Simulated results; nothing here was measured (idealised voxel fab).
The following process module bears the name voxel spacer lines.
Section shown: cut. Width: 185 nm. Cell size: 5 nm, square.
Reading order for cross-sections: top band down to bottom band. Underlying form: a grid of square cells. Band size: one or more rows of cells.
Band: top height; bottom height; in nm. Then, left to right: material with width in nm, for each material. "full width": a single material spanning edge to edge. "air": empty space.
Convention: height 0 is the level below which the wafer, as received, is all one material. The lowest band does not terminate at the bottom but continues downward, represented as "0 down".
Note: "30..40" means the width goes from the first number (top row of the band) to the second number (bottom row) in equal steps per row of cells.
For the purposes of this document, the phrase "same as before" attached to a step denotes that no cell within the cross-section was modified by that step.
Listed in "Closed-off voids": every empty space of 8 or more cells without an open way to the top. Form: width x height at distance, the distance being from the left edge, all in nm.
Where a step's line continues beyond its settings, the continuation is a remark by the simulator itself on that step.
"overlay nm" denotes, for a step that has a mask, the displacement of the mask to the right of its planned place, with negative values corresponding to the left.
### Steps planned for the process
1,RECEIVE [material Si]
2,CONFORMAL_DEP [material Al2O3] [thk nm 10]
3,DIRECTIONAL_DEP [material W] [thk nm 10]
4,DIRECTIONAL_DEP [material polySi] [thk nm 25]
5,PATTERN [tone cover] [mask id MANDREL] [material resist] [width nm 15] [pitch nm 50] [thk nm 30] [overlay nm 0]
6,DIRECTIONAL_ETCH [etch materials polySi] [depth nm 25]
7,STRIP [etch materials resist]
8,CONFORMAL_DEP [material SiO2] [thk nm 10]
9,DIRECTIONAL_ETCH [etch materials SiO2] [depth nm 10]
10,STRIP [etch materials polySi]
11,DIRECTIONAL_ETCH [etch materials W] [depth nm 10]
12,STRIP [etch materials SiO2]
13,FILL_DEP [material lowk] [thk nm 10]
14,CMP [height nm 20]
### Incoming wafer in cross-section (state: after step 1)
> 0 down  Si full width
> Closed-off voids: none
### Wafer cross-section at module end: first of two, run to plan
> 20 to 10  50 of lowk  10 of W  15 of lowk  10 of W  15 of lowk  10 of W  15 of lowk  10 of W  50 of lowk
> 10 to 0  Al2O3 full width
> 0 down  Si full width
> Closed-off voids: none
### Wafer two cross-section, module end. Start and plan unchanged from wafer one; one mistake made during the run
> 20 to 10  Al2O3 full width
> 10 to 0  W full width
> 0 down  Si full width
> Closed-off voids: none
Short version of what went wrong: plan steps 2 and 3 run swapped
Wrapping up, a cell-based count of both wafers puts the second over or under the first for these materials: W +58 | lowk -58
